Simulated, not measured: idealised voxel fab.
process module | voxel wiring stack
cross-section cut | 290 nm wide | cells 5 nm
A cross-section is a grid of square cells, given in bands from the top down. A band is one or more rows of cells.
Each band's line starts with the height of the band's top and of its bottom, in nm. Then come its materials from left to right, each with its width in nm. One material with "throughout" fills the band from edge to edge. "air" is empty space.
Height 0 is the level under which the wafer as received is all one material. The lowest band goes on downwards, as in "0 down".
A width such as "30 to 40" changes by the same amount from each row of cells to the next, from the band's top row to its bottom row.
"no change" after a step means that no cell of the cross-section changed.
closed voids: empty space of 8 cells or more with no open way to the top, each as width x height at its distance from the left edge, in nm
after a step's settings: what the simulator itself notes on the step
overlay nm, on a step with a mask: how far to the right of its planned place the mask lay; to the left if negative
plan
1 op RECEIVE | material Si
2 op CONFORMAL_DEP | material SiO2 | thk nm 15
3 op DIRECTIONAL_DEP | material TiN | thk nm 5
4 op DIRECTIONAL_DEP | material W | thk nm 20
5 op DIRECTIONAL_DEP | material aC | thk nm 10
6 op PATTERN | tone cover | mask id METAL_1 | material resist | width nm 30 | pitch nm 60 | thk nm 25 | overlay nm 0
7 op DIRECTIONAL_ETCH | etch materials aC | depth nm 10
8 op STRIP | etch materials resist
9 op DIRECTIONAL_ETCH | etch materials W | depth nm 20
10 op DIRECTIONAL_ETCH | etch materials TiN | depth nm 5
11 op STRIP | etch materials aC
12 op FILL_DEP | material SiO2 | thk nm 5
13 op CMP | height nm 30
14 op CONFORMAL_DEP | material SiCN | thk nm 5
15 op DIRECTIONAL_DEP | material lowk | thk nm 30
16 op PATTERN | tone open | mask id METAL_2_HOLES | material resist | width nm 15 | pitch nm 120 | thk nm 15 | overlay nm 0
17 op DIRECTIONAL_ETCH | etch materials lowk | depth nm 30
18 op STRIP | etch materials resist
19 op PATTERN | tone open | mask id METAL_2 | material resist | width nm 30 | pitch nm 60 | thk nm 20 | overlay nm 0
20 op DIRECTIONAL_ETCH | etch materials lowk | depth nm 20
21 op DIRECTIONAL_ETCH | etch materials SiCN | depth nm 5
22 op STRIP | etch materials resist
23 op CONFORMAL_DEP | material TiN | thk nm 5
24 op FILL_DEP | material Cu | thk nm 10
25 op CMP | height nm 75
26 op CONFORMAL_DEP | material SiCN | thk nm 5
27 op DIRECTIONAL_DEP | material SiO2 | thk nm 15
28 op PATTERN | tone open | mask id PLUG_2 | material resist | width nm 15 | pitch nm 60 | thk nm 15 | overlay nm 0
29 op DIRECTIONAL_ETCH | etch materials SiO2 | depth nm 15
30 op DIRECTIONAL_ETCH | etch materials SiCN | depth nm 5
31 op STRIP | etch materials resist
32 op EPI | material Ru | thk nm 10
33 op EPI | material Ru | thk nm 10
34 op DIRECTIONAL_DEP | material TiN | thk nm 5
35 op DIRECTIONAL_DEP | material W | thk nm 20
36 op DIRECTIONAL_DEP | material aC | thk nm 10
37 op PATTERN | tone cover | mask id METAL_3 | material resist | width nm 30 | pitch nm 60 | thk nm 25 | overlay nm 0
38 op DIRECTIONAL_ETCH | etch materials aC | depth nm 10
39 op STRIP | etch materials resist
40 op DIRECTIONAL_ETCH | etch materials W | depth nm 20
41 op DIRECTIONAL_ETCH | etch materials TiN | depth nm 5
42 op STRIP | etch materials aC
43 op FILL_DEP | material lowk | thk nm 5
44 op CMP | height nm 120
45 op CONFORMAL_DEP | material SiCN | thk nm 5
varied across the wafers: height nm of step 13. The plan shows the first wafer's value. All wafers start alike
first wafer as received, after step 1
  0 down: Si throughout
  closed voids: none
each wafer at the end: cells of each material gained (+) or lost (-) since it was received, then its closed voids
height nm 30 | +112 Cu | +36 Ru | +159 SiCN | +441 SiO2 | +130 TiN | +108 W | +464 lowk | closed voids: none
height nm 35 | +54 Cu | +36 Ru | +159 SiCN | +481 SiO2 | +130 TiN | +126 W | +464 lowk | closed voids: none
height nm 40 | +42 Cu | +36 Ru | +159 SiCN | +521 SiO2 | +84 TiN | +144 W | +464 lowk | closed voids: none
height nm 45 | +30 Cu | +36 Ru | +159 SiCN | +579 SiO2 | +78 TiN | +144 W | +424 lowk | closed voids: none
